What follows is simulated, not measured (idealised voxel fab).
Process module under the name voxel wiring stack
Cross-section cut spans 210 nm and uses square cells 5 nm in size.
How to read a cross-section here: the picture is a grid of square cells, written as bands going from the top down, and any band can span one or more rows of cells. It is stipulated that each band's entry specify, in nanometres, the height of the top of the band and then that of its bottom, followed by the materials of the band in left-to-right sequence, each together with its width in nanometres. A single material marked by the word "throughout" is understood to fill the band from edge to edge; the word "empty" is understood to denote empty space. Below 0: as-received wafer, all one material; heights counted from there. Lowest band: no bottom, goes on down, written "0 down". When a width is written as two numbers, as in "30..40", the first number is the width in the top row of cells of the band and the second is the width in its bottom row, and the width changes by the same amount from each row to the next. Given "changes: none" for a step, no cell of the cross-section differs between before and after that step. Under "Trapped voids" you'll find the enclosed gaps, the ones with no way out to the top, that are 8 cells or bigger; each reads width x height at distance, with distance counted from the left edge, everything in nm. That trailing text on a step's line, after the settings, is the simulator's own remark on the step. "overlay nm" answers the question of how far to the right of plan the mask lay on a step that has a mask, and when it is negative the answer is to the left.
### Planned step list for the process
1. op RECEIVE | material Si
2. op CONFORMAL_DEP | material SiO2 | thk nm 10
3. op CONFORMAL_DEP | material SiCN | thk nm 5
4. op DIRECTIONAL_DEP | material SiO2 | thk nm 25
5. op PATTERN | tone open | mask id METAL_1 | material resist | width nm 30 | pitch nm 60 | thk nm 20 | overlay nm 0
6. op DIRECTIONAL_ETCH | etch materials SiO2 | depth nm 25
7. op DIRECTIONAL_ETCH | etch materials SiCN | depth nm 5
8. op STRIP | etch materials resist
9. op CONFORMAL_DEP | material TiN | thk nm 5
10. op FILL_DEP | material Cu | thk nm 5
11. op CMP | height nm 40
12. op CONFORMAL_DEP | material SiCN | thk nm 5
13. op DIRECTIONAL_DEP | material lowk | thk nm 25
14. op PATTERN | tone open | mask id METAL_2_HOLES | material resist | width nm 15 | pitch nm 60 | thk nm 20 | overlay nm 0
15. op DIRECTIONAL_ETCH | etch materials lowk | depth nm 25
16. op STRIP | etch materials resist
17. op PATTERN | tone open | mask id METAL_2 | material resist | width nm 30 | pitch nm 60 | thk nm 20 | overlay nm 0
18. op DIRECTIONAL_ETCH | etch materials lowk | depth nm 15
19. op DIRECTIONAL_ETCH | etch materials SiCN | depth nm 5
20. op STRIP | etch materials resist
21. op CONFORMAL_DEP | material TiN | thk nm 5
22. op FILL_DEP | material Ru | thk nm 10
23. op CMP | height nm 70
24. op CONFORMAL_DEP | material SiCN | thk nm 5
25. op DIRECTIONAL_DEP | material SiO2 | thk nm 15
26. op PATTERN | tone open | mask id PLUG_2 | material resist | width nm 15 | thk nm 15 | overlay nm 0
27. op DIRECTIONAL_ETCH | etch materials SiO2 | depth nm 15
28. op DIRECTIONAL_ETCH | etch materials SiCN | depth nm 5
29. op STRIP | etch materials resist
30. op EPI | material Ru | thk nm 10
31. op EPI | material Ru | thk nm 10
32. op DIRECTIONAL_DEP | material TiN | thk nm 5
33. op DIRECTIONAL_DEP | material Ru | thk nm 20
34. op PATTERN | tone cover | mask id METAL_3 | material resist | width nm 30 | pitch nm 60 | thk nm 20 | overlay nm 0
35. op DIRECTIONAL_ETCH | etch materials Ru | depth nm 20
36. op DIRECTIONAL_ETCH | etch materials TiN | depth nm 5
37. op STRIP | etch materials resist
38. op CONFORMAL_DEP | material SiCN | thk nm 5
39. op FILL_DEP | material SiO2 | thk nm 10
40. op CMP | height nm 115
41. op CONFORMAL_DEP | material SiCN | thk nm 5
42. op DIRECTIONAL_DEP | material SiO2 | thk nm 30
43. op PATTERN | tone open | mask id METAL_4_HOLES | material resist | width nm 15 | pitch nm 60 | thk nm 15 | overlay nm 0
44. op DIRECTIONAL_ETCH | etch materials SiO2 | depth nm 30
45. op STRIP | etch materials resist
46. op MASKED_ETCH | tone open | mask id METAL_4 | width nm 30 | pitch nm 60 | etch materials SiO2 | depth nm 15 | overlay nm 0
47. op MASKED_ETCH | tone open | mask id METAL_4 | width nm 30 | pitch nm 60 | etch materials SiCN | depth nm 5 | overlay nm 0
48. op CONFORMAL_DEP | material TiN | thk nm 5
49. op FILL_DEP | material Cu | thk nm 10
50. op CMP | height nm 150
51. op CONFORMAL_DEP | material SiCN | thk nm 5
### First of two wafers, processed according to plan
### Incoming wafer, cross-sectional view, post step 1
* 0 down = Si throughout
* Trapped voids: none
### Cross-section of the wafer subsequent to step 2
* 10 to 0 = SiO2 throughout
* For the remainder of the cross-section, below 0, there is no change.
### Cross-section of the wafer subsequent to step 3
* 15 to 10 = SiCN throughout
* For the remainder of the cross-section, below 10, there is no change.
### Cross-section of the wafer subsequent to step 4
* 40 to 15 = SiO2 throughout
* For the remainder of the cross-section, below 15, there is no change.
### Cross-section of the wafer subsequent to step 5
* 60 to 40 = resist: 60, then empty: 30, then resist: 30, then empty: 30, then resist: 60
* For the remainder of the cross-section, below 40, there is no change.
### Cross-section of the wafer subsequent to step 6
* 60 to 40 = resist: 60, then empty: 30, then resist: 30, then empty: 30, then resist: 60
* 40 to 15 = SiO2: 60, then empty: 30, then SiO2: 30, then empty: 30, then SiO2: 60
* For the remainder of the cross-section, below 15, there is no change.
### Cross-section of the wafer subsequent to step 7
* 60 to 40 = resist: 60, then empty: 30, then resist: 30, then empty: 30, then resist: 60
* 40 to 15 = SiO2: 60, then empty: 30, then SiO2: 30, then empty: 30, then SiO2: 60
* 15 to 10 = SiCN: 60, then empty: 30, then SiCN: 30, then empty: 30, then SiCN: 60
* For the remainder of the cross-section, below 10, there is no change.
### Cross-section of the wafer subsequent to step 8
* 40 to 15 = SiO2: 60, then empty: 30, then SiO2: 30, then empty: 30, then SiO2: 60
* For the remainder of the cross-section, below 15, there is no change.
### Cross-section of the wafer subsequent to step 9
* 45 to 40 = TiN: 65, then empty: 20, then TiN: 40, then empty: 20, then TiN: 65
* 40 to 15 = SiO2: 60, then TiN: 5, then empty: 20, then TiN: 5, then SiO2: 30, then TiN: 5, then empty: 20, then TiN: 5, then SiO2: 60
* 15 to 10 = SiCN: 60, then TiN: 30, then SiCN: 30, then TiN: 30, then SiCN: 60
* For the remainder of the cross-section, below 10, there is no change.
### Cross-section of the wafer subsequent to step 10
* 50 to 45 = Cu throughout
* 45 to 40 = TiN: 65, then Cu: 20, then TiN: 40, then Cu: 20, then TiN: 65
* 40 to 15 = SiO2: 60, then TiN: 5, then Cu: 20, then TiN: 5, then SiO2: 30, then TiN: 5, then Cu: 20, then TiN: 5, then SiO2: 60
* For the remainder of the cross-section, below 15, there is no change.
### Cross-section of the wafer subsequent to step 11
* 40 to 15 = SiO2: 60, then TiN: 5, then Cu: 20, then TiN: 5, then SiO2: 30, then TiN: 5, then Cu: 20, then TiN: 5, then SiO2: 60
* For the remainder of the cross-section, below 15, there is no change.
### Cross-section of the wafer subsequent to step 12
* 45 to 40 = SiCN throughout
* For the remainder of the cross-section, below 40, there is no change.
### Cross-section of the wafer subsequent to step 13
* 70 to 45 = lowk throughout
* For the remainder of the cross-section, below 45, there is no change.
### Cross-section of the wafer subsequent to step 14
* 90 to 70 = resist: 60, then empty: 15, then resist: 45, then empty: 15, then resist: 75
* For the remainder of the cross-section, below 70, there is no change.
### Cross-section of the wafer subsequent to step 15
* 90 to 70 = resist: 60, then empty: 15, then resist: 45, then empty: 15, then resist: 75
* 70 to 45 = lowk: 60, then empty: 15, then lowk: 45, then empty: 15, then lowk: 75
* For the remainder of the cross-section, below 45, there is no change.
### Cross-section of the wafer subsequent to step 16
* 70 to 45 = lowk: 60, then empty: 15, then lowk: 45, then empty: 15, then lowk: 75
* For the remainder of the cross-section, below 45, there is no change.
### Cross-section of the wafer subsequent to step 17
* 90 to 70 = resist: 60, then empty: 30, then resist: 30, then empty: 30, then resist: 60
* For the remainder of the cross-section, below 70, there is no change.
### Cross-section of the wafer subsequent to step 18
* 90 to 70 = resist: 60, then empty: 30, then resist: 30, then empty: 30, then resist: 60
* 70 to 55 = lowk: 60, then empty: 30, then lowk: 30, then empty: 30, then lowk: 60
* For the remainder of the cross-section, below 55, there is no change.
### Cross-section of the wafer subsequent to step 19
* 90 to 70 = resist: 60, then empty: 30, then resist: 30, then empty: 30, then resist: 60
* 70 to 55 = lowk: 60, then empty: 30, then lowk: 30, then empty: 30, then lowk: 60
* 55 to 45 = lowk: 60, then empty: 15, then lowk: 45, then empty: 15, then lowk: 75
* 45 to 40 = SiCN: 60, then empty: 15, then SiCN: 45, then empty: 15, then SiCN: 75
* For the remainder of the cross-section, below 40, there is no change.
### Cross-section of the wafer subsequent to step 20
* 70 to 55 = lowk: 60, then empty: 30, then lowk: 30, then empty: 30, then lowk: 60
* For the remainder of the cross-section, below 55, there is no change.
### Cross-section of the wafer subsequent to step 21
* 75 to 70 = TiN: 65, then empty: 20, then TiN: 40, then empty: 20, then TiN: 65
* 70 to 60 = lowk: 60, then TiN: 5, then empty: 20, then TiN: 5, then lowk: 30, then TiN: 5, then empty: 20, then TiN: 5, then lowk: 60
* 60 to 55 = lowk: 60, then TiN: 5, then empty: 5, then TiN: 20, then lowk: 30, then TiN: 5, then empty: 5, then TiN: 20, then lowk: 60
* 55 to 45 = lowk: 60, then TiN: 5, then empty: 5, then TiN: 5, then lowk: 45, then TiN: 5, then empty: 5, then TiN: 5, then lowk: 75
* 45 to 40 = SiCN: 60, then TiN: 15, then SiCN: 45, then TiN: 15, then SiCN: 75
* For the remainder of the cross-section, below 40, there is no change.
### Cross-section of the wafer subsequent to step 22
* 85 to 75 = Ru throughout
* 75 to 70 = TiN: 65, then Ru: 20, then TiN: 40, then Ru: 20, then TiN: 65
* 70 to 60 = lowk: 60, then TiN: 5, then Ru: 20, then TiN: 5, then lowk: 30, then TiN: 5, then Ru: 20, then TiN: 5, then lowk: 60
* 60 to 55 = lowk: 60, then TiN: 5, then Ru: 5, then TiN: 20, then lowk: 30, then TiN: 5, then Ru: 5, then TiN: 20, then lowk: 60
* 55 to 45 = lowk: 60, then TiN: 5, then Ru: 5, then TiN: 5, then lowk: 45, then TiN: 5, then Ru: 5, then TiN: 5, then lowk: 75
* For the remainder of the cross-section, below 45, there is no change.
### Cross-section of the wafer subsequent to step 23
* 70 to 60 = lowk: 60, then TiN: 5, then Ru: 20, then TiN: 5, then lowk: 30, then TiN: 5, then Ru: 20, then TiN: 5, then lowk: 60
* For the remainder of the cross-section, below 60, there is no change.
### Cross-section of the wafer subsequent to step 24
* 75 to 70 = SiCN throughout
* For the remainder of the cross-section, below 70, there is no change.
### Cross-section of the wafer subsequent to step 25
* 90 to 75 = SiO2 throughout
* For the remainder of the cross-section, below 75, there is no change.
### Cross-section of the wafer subsequent to step 26
* 105 to 90 = resist: 60, then empty: 15, then resist: 135
* For the remainder of the cross-section, below 90, there is no change.
### Cross-section of the wafer subsequent to step 27
* 105 to 90 = resist: 60, then empty: 15, then resist: 135
* 90 to 75 = SiO2: 60, then empty: 15, then SiO2: 135
* For the remainder of the cross-section, below 75, there is no change.
### Cross-section of the wafer subsequent to step 28
* 105 to 90 = resist: 60, then empty: 15, then resist: 135
* 90 to 75 = SiO2: 60, then empty: 15, then SiO2: 135
* 75 to 70 = SiCN: 60, then empty: 15, then SiCN: 135
* For the remainder of the cross-section, below 70, there is no change.
### Cross-section of the wafer subsequent to step 29
* 90 to 75 = SiO2: 60, then empty: 15, then SiO2: 135
* For the remainder of the cross-section, below 75, there is no change.
### Cross-section of the wafer subsequent to step 30
* 90 to 80 = SiO2: 60, then empty: 15, then SiO2: 135
* 80 to 75 = SiO2: 60, then Ru: 15, then SiO2: 135
* 75 to 70 = SiCN: 60, then Ru: 15, then SiCN: 135
* For the remainder of the cross-section, below 70, there is no change.
### Cross-section of the wafer subsequent to step 31
* 90 to 75 = SiO2: 60, then Ru: 15, then SiO2: 135
* For the remainder of the cross-section, below 75, there is no change.
### Cross-section of the wafer subsequent to step 32
* 95 to 90 = TiN throughout
* For the remainder of the cross-section, below 90, there is no change.
### Cross-section of the wafer subsequent to step 33
* 115 to 95 = Ru throughout
* For the remainder of the cross-section, below 95, there is no change.
### Cross-section of the wafer subsequent to step 34
* 135 to 115 = empty: 60, then resist: 30, then empty: 30, then resist: 30, then empty: 60
* For the remainder of the cross-section, below 115, there is no change.
### Cross-section of the wafer subsequent to step 35
* 135 to 115 = empty: 60, then resist: 30, then empty: 30, then resist: 30, then empty: 60
* 115 to 95 = empty: 60, then Ru: 30, then empty: 30, then Ru: 30, then empty: 60
* For the remainder of the cross-section, below 95, there is no change.
### Cross-section of the wafer subsequent to step 36
* 135 to 115 = empty: 60, then resist: 30, then empty: 30, then resist: 30, then empty: 60
* 115 to 95 = empty: 60, then Ru: 30, then empty: 30, then Ru: 30, then empty: 60
* 95 to 90 = empty: 60, then TiN: 30, then empty: 30, then TiN: 30, then empty: 60
* For the remainder of the cross-section, below 90, there is no change.
### Cross-section of the wafer subsequent to step 37
* 115 to 95 = empty: 60, then Ru: 30, then empty: 30, then Ru: 30, then empty: 60
* For the remainder of the cross-section, below 95, there is no change.
### Cross-section of the wafer subsequent to step 38
* 120 to 115 = empty: 55, then SiCN: 40, then empty: 20, then SiCN: 40, then empty: 55
* 115 to 95 = empty: 55, then SiCN: 5, then Ru: 30, then SiCN: 5, then empty: 20, then SiCN: 5, then Ru: 30, then SiCN: 5, then empty: 55
* 95 to 90 = SiCN: 60, then TiN: 30, then SiCN: 30, then TiN: 30, then SiCN: 60
* For the remainder of the cross-section, below 90, there is no change.
### Cross-section of the wafer subsequent to step 39
* 130 to 120 = SiO2 throughout
* 120 to 115 = SiO2: 55, then SiCN: 40, then SiO2: 20, then SiCN: 40, then SiO2: 55
* 115 to 95 = SiO2: 55, then SiCN: 5, then Ru: 30, then SiCN: 5, then SiO2: 20, then SiCN: 5, then Ru: 30, then SiCN: 5, then SiO2: 55
* For the remainder of the cross-section, below 95, there is no change.
### Cross-section of the wafer subsequent to step 40
* 115 to 95 = SiO2: 55, then SiCN: 5, then Ru: 30, then SiCN: 5, then SiO2: 20, then SiCN: 5, then Ru: 30, then SiCN: 5, then SiO2: 55
* For the remainder of the cross-section, below 95, there is no change.
### Cross-section of the wafer subsequent to step 41
* 120 to 115 = SiCN throughout
* For the remainder of the cross-section, below 115, there is no change.
### Cross-section of the wafer subsequent to step 42
* 150 to 120 = SiO2 throughout
* For the remainder of the cross-section, below 120, there is no change.
### Cross-section of the wafer subsequent to step 43
* 165 to 150 = resist: 60, then empty: 15, then resist: 45, then empty: 15, then resist: 75
* For the remainder of the cross-section, below 150, there is no change.
### Cross-section of the wafer subsequent to step 44
* 165 to 150 = resist: 60, then empty: 15, then resist: 45, then empty: 15, then resist: 75
* 150 to 120 = SiO2: 60, then empty: 15, then SiO2: 45, then empty: 15, then SiO2: 75
* For the remainder of the cross-section, below 120, there is no change.
### Cross-section of the wafer subsequent to step 45
* 150 to 120 = SiO2: 60, then empty: 15, then SiO2: 45, then empty: 15, then SiO2: 75
* For the remainder of the cross-section, below 120, there is no change.
### Cross-section of the wafer subsequent to step 46
* 150 to 135 = SiO2: 60, then empty: 30, then SiO2: 30, then empty: 30, then SiO2: 60
* For the remainder of the cross-section, below 135, there is no change.
### Cross-section of the wafer subsequent to step 47
* 150 to 135 = SiO2: 60, then empty: 30, then SiO2: 30, then empty: 30, then SiO2: 60
* 135 to 120 = SiO2: 60, then empty: 15, then SiO2: 45, then empty: 15, then SiO2: 75
* 120 to 115 = SiCN: 60, then empty: 15, then SiCN: 45, then empty: 15, then SiCN: 75
* For the remainder of the cross-section, below 115, there is no change.
### Cross-section of the wafer subsequent to step 48
* 155 to 150 = TiN: 65, then empty: 20, then TiN: 40, then empty: 20, then TiN: 65
* 150 to 140 = SiO2: 60, then TiN: 5, then empty: 20, then TiN: 5, then SiO2: 30, then TiN: 5, then empty: 20, then TiN: 5, then SiO2: 60
* 140 to 135 = SiO2: 60, then TiN: 5, then empty: 5, then TiN: 20, then SiO2: 30, then TiN: 5, then empty: 5, then TiN: 20, then SiO2: 60
* 135 to 120 = SiO2: 60, then TiN: 5, then empty: 5, then TiN: 5, then SiO2: 45, then TiN: 5, then empty: 5, then TiN: 5, then SiO2: 75
* 120 to 115 = SiCN: 60, then TiN: 15, then SiCN: 45, then TiN: 15, then SiCN: 75
* For the remainder of the cross-section, below 115, there is no change.
### Cross-section of the wafer subsequent to step 49
* 165 to 155 = Cu throughout
* 155 to 150 = TiN: 65, then Cu: 20, then TiN: 40, then Cu: 20, then TiN: 65
* 150 to 140 = SiO2: 60, then TiN: 5, then Cu: 20, then TiN: 5, then SiO2: 30, then TiN: 5, then Cu: 20, then TiN: 5, then SiO2: 60
* 140 to 135 = SiO2: 60, then TiN: 5, then Cu: 5, then TiN: 20, then SiO2: 30, then TiN: 5, then Cu: 5, then TiN: 20, then SiO2: 60
* 135 to 120 = SiO2: 60, then TiN: 5, then Cu: 5, then TiN: 5, then SiO2: 45, then TiN: 5, then Cu: 5, then TiN: 5, then SiO2: 75
* For the remainder of the cross-section, below 120, there is no change.
### Cross-section of the wafer subsequent to step 50
* 150 to 140 = SiO2: 60, then TiN: 5, then Cu: 20, then TiN: 5, then SiO2: 30, then TiN: 5, then Cu: 20, then TiN: 5, then SiO2: 60
* For the remainder of the cross-section, below 140, there is no change.
### Cross-section of the wafer subsequent to step 51
* 155 to 150 = SiCN throughout
* For the remainder of the cross-section, below 150, there is no change.
### Regarding the second of the two wafers: it shared the first wafer's starting condition and process plan, yet one error occurred during its execution. Its history coincides with that of the first wafer up to and including step 29
### Second wafer shown in cross-section at the time step 31 was slated to end
* 90 to 80 = SiO2: 60, then empty: 15, then SiO2: 135
* 80 to 75 = SiO2: 60, then Ru: 15, then SiO2: 135
* 75 to 70 = SiCN: 60, then Ru: 15, then SiCN: 135
* For the remainder of the cross-section, below 70, there is no change.
### Second wafer shown in cross-section at the time step 32 was slated to end
* 95 to 90 = TiN: 60, then empty: 15, then TiN: 135
* 90 to 85 = SiO2: 60, then empty: 15, then SiO2: 135
* 85 to 80 = SiO2: 60, then TiN: 15, then SiO2: 135
* For the remainder of the cross-section, below 80, there is no change.
### Second wafer shown in cross-section at the time step 33 was slated to end
* 115 to 105 = Ru: 60, then empty: 15, then Ru: 135
* 105 to 95 = Ru throughout
* 95 to 90 = TiN: 60, then Ru: 15, then TiN: 135
* 90 to 85 = SiO2: 60, then Ru: 15, then SiO2: 135
* For the remainder of the cross-section, below 85, there is no change.
### Second wafer shown in cross-section at the time step 34 was slated to end
* 135 to 115 = empty: 60, then resist: 30, then empty: 30, then resist: 30, then empty: 60
* 115 to 105 = Ru: 60, then resist: 15, then Ru: 135
* For the remainder of the cross-section, below 105, there is no change.
### Second wafer shown in cross-section at the time step 35 was slated to end
* 135 to 115 = empty: 60, then resist: 30, then empty: 30, then resist: 30, then empty: 60
* 115 to 105 = empty: 60, then resist: 15, then Ru: 15, then empty: 30, then Ru: 30, then empty: 60
* 105 to 95 = empty: 60, then Ru: 30, then empty: 30, then Ru: 30, then empty: 60
* For the remainder of the cross-section, below 95, there is no change.
### Second wafer shown in cross-section at the time step 36 was slated to end
* 135 to 115 = empty: 60, then resist: 30, then empty: 30, then resist: 30, then empty: 60
* 115 to 105 = empty: 60, then resist: 15, then Ru: 15, then empty: 30, then Ru: 30, then empty: 60
* 105 to 95 = empty: 60, then Ru: 30, then empty: 30, then Ru: 30, then empty: 60
* 95 to 90 = empty: 60, then Ru: 15, then TiN: 15, then empty: 30, then TiN: 30, then empty: 60
* For the remainder of the cross-section, below 90, there is no change.
### Second wafer shown in cross-section at the time step 37 was slated to end
* 115 to 105 = empty: 75, then Ru: 15, then empty: 30, then Ru: 30, then empty: 60
* For the remainder of the cross-section, below 105, there is no change.
### Second wafer shown in cross-section at the time step 38 was slated to end
* 120 to 115 = empty: 70, then SiCN: 25, then empty: 20, then SiCN: 40, then empty: 55
* 115 to 105 = empty: 70..55, then SiCN: 5..20, then Ru: 15, then SiCN: 5, then empty: 20, then SiCN: 5, then Ru: 30, then SiCN: 5, then empty: 55
* 105 to 95 = empty: 55, then SiCN: 5, then Ru: 30, then SiCN: 5, then empty: 20, then SiCN: 5, then Ru: 30, then SiCN: 5, then empty: 55
* 95 to 90 = SiCN: 60, then Ru: 15, then TiN: 15, then SiCN: 30, then TiN: 30, then SiCN: 60
* For the remainder of the cross-section, below 90, there is no change.
### Second wafer shown in cross-section at the time step 39 was slated to end
* 130 to 120 = SiO2 throughout
* 120 to 115 = SiO2: 70, then SiCN: 25, then SiO2: 20, then SiCN: 40, then SiO2: 55
* 115 to 105 = SiO2: 70..55, then SiCN: 5..20, then Ru: 15, then SiCN: 5, then SiO2: 20, then SiCN: 5, then Ru: 30, then SiCN: 5, then SiO2: 55
* 105 to 95 = SiO2: 55, then SiCN: 5, then Ru: 30, then SiCN: 5, then SiO2: 20, then SiCN: 5, then Ru: 30, then SiCN: 5, then SiO2: 55
* For the remainder of the cross-section, below 95, there is no change.
### Second wafer shown in cross-section at the time step 40 was slated to end
* 115 to 105 = SiO2: 70..55, then SiCN: 5..20, then Ru: 15, then SiCN: 5, then SiO2: 20, then SiCN: 5, then Ru: 30, then SiCN: 5, then SiO2: 55
* For the remainder of the cross-section, below 105, there is no change.
### Second wafer shown in cross-section at the time step 41 was slated to end
* 120 to 115 = SiCN throughout
* For the remainder of the cross-section, below 115, there is no change.
### Second wafer shown in cross-section at the time step 42 was slated to end
* 150 to 120 = SiO2 throughout
* For the remainder of the cross-section, below 120, there is no change.
### Second wafer shown in cross-section at the time step 43 was slated to end
* 165 to 150 = resist: 60, then empty: 15, then resist: 45, then empty: 15, then resist: 75
* For the remainder of the cross-section, below 150, there is no change.
### Second wafer shown in cross-section at the time step 44 was slated to end
* 165 to 150 = resist: 60, then empty: 15, then resist: 45, then empty: 15, then resist: 75
* 150 to 120 = SiO2: 60, then empty: 15, then SiO2: 45, then empty: 15, then SiO2: 75
* For the remainder of the cross-section, below 120, there is no change.
### Second wafer shown in cross-section at the time step 45 was slated to end
* 150 to 120 = SiO2: 60, then empty: 15, then SiO2: 45, then empty: 15, then SiO2: 75
* For the remainder of the cross-section, below 120, there is no change.
### Second wafer shown in cross-section at the time step 46 was slated to end
* 150 to 135 = SiO2: 60, then empty: 30, then SiO2: 30, then empty: 30, then SiO2: 60
* For the remainder of the cross-section, below 135, there is no change.
### Second wafer shown in cross-section at the time step 47 was slated to end
* 150 to 135 = SiO2: 60, then empty: 30, then SiO2: 30, then empty: 30, then SiO2: 60
* 135 to 120 = SiO2: 60, then empty: 15, then SiO2: 45, then empty: 15, then SiO2: 75
* 120 to 115 = SiCN: 60, then empty: 15, then SiCN: 45, then empty: 15, then SiCN: 75
* For the remainder of the cross-section, below 115, there is no change.
### Second wafer shown in cross-section at the time step 48 was slated to end
* 155 to 150 = TiN: 65, then empty: 20, then TiN: 40, then empty: 20, then TiN: 65
* 150 to 140 = SiO2: 60, then TiN: 5, then empty: 20, then TiN: 5, then SiO2: 30, then TiN: 5, then empty: 20, then TiN: 5, then SiO2: 60
* 140 to 135 = SiO2: 60, then TiN: 5, then empty: 5, then TiN: 20, then SiO2: 30, then TiN: 5, then empty: 5, then TiN: 20, then SiO2: 60
* 135 to 120 = SiO2: 60, then TiN: 5, then empty: 5, then TiN: 5, then SiO2: 45, then TiN: 5, then empty: 5, then TiN: 5, then SiO2: 75
* 120 to 115 = SiCN: 60, then TiN: 15, then SiCN: 45, then TiN: 15, then SiCN: 75
* For the remainder of the cross-section, below 115, there is no change.
### Second wafer shown in cross-section at the time step 49 was slated to end
* 165 to 155 = Cu throughout
* 155 to 150 = TiN: 65, then Cu: 20, then TiN: 40, then Cu: 20, then TiN: 65
* 150 to 140 = SiO2: 60, then TiN: 5, then Cu: 20, then TiN: 5, then SiO2: 30, then TiN: 5, then Cu: 20, then TiN: 5, then SiO2: 60
* 140 to 135 = SiO2: 60, then TiN: 5, then Cu: 5, then TiN: 20, then SiO2: 30, then TiN: 5, then Cu: 5, then TiN: 20, then SiO2: 60
* 135 to 120 = SiO2: 60, then TiN: 5, then Cu: 5, then TiN: 5, then SiO2: 45, then TiN: 5, then Cu: 5, then TiN: 5, then SiO2: 75
* For the remainder of the cross-section, below 120, there is no change.
### Second wafer shown in cross-section at the time step 50 was slated to end
* 150 to 140 = SiO2: 60, then TiN: 5, then Cu: 20, then TiN: 5, then SiO2: 30, then TiN: 5, then Cu: 20, then TiN: 5, then SiO2: 60
* For the remainder of the cross-section, below 140, there is no change.
### Second wafer shown in cross-section at the time step 51 was slated to end
* 155 to 150 = SiCN throughout
* For the remainder of the cross-section, below 150, there is no change.
Where did the run depart from the plan? with steps 30 and 31 being identical, the one that was left out cannot be pinpointed
The closing comparison, in cells, has the second wafer with more or fewer of some materials than the first: Ru -6, SiCN +3, SiO2 +3
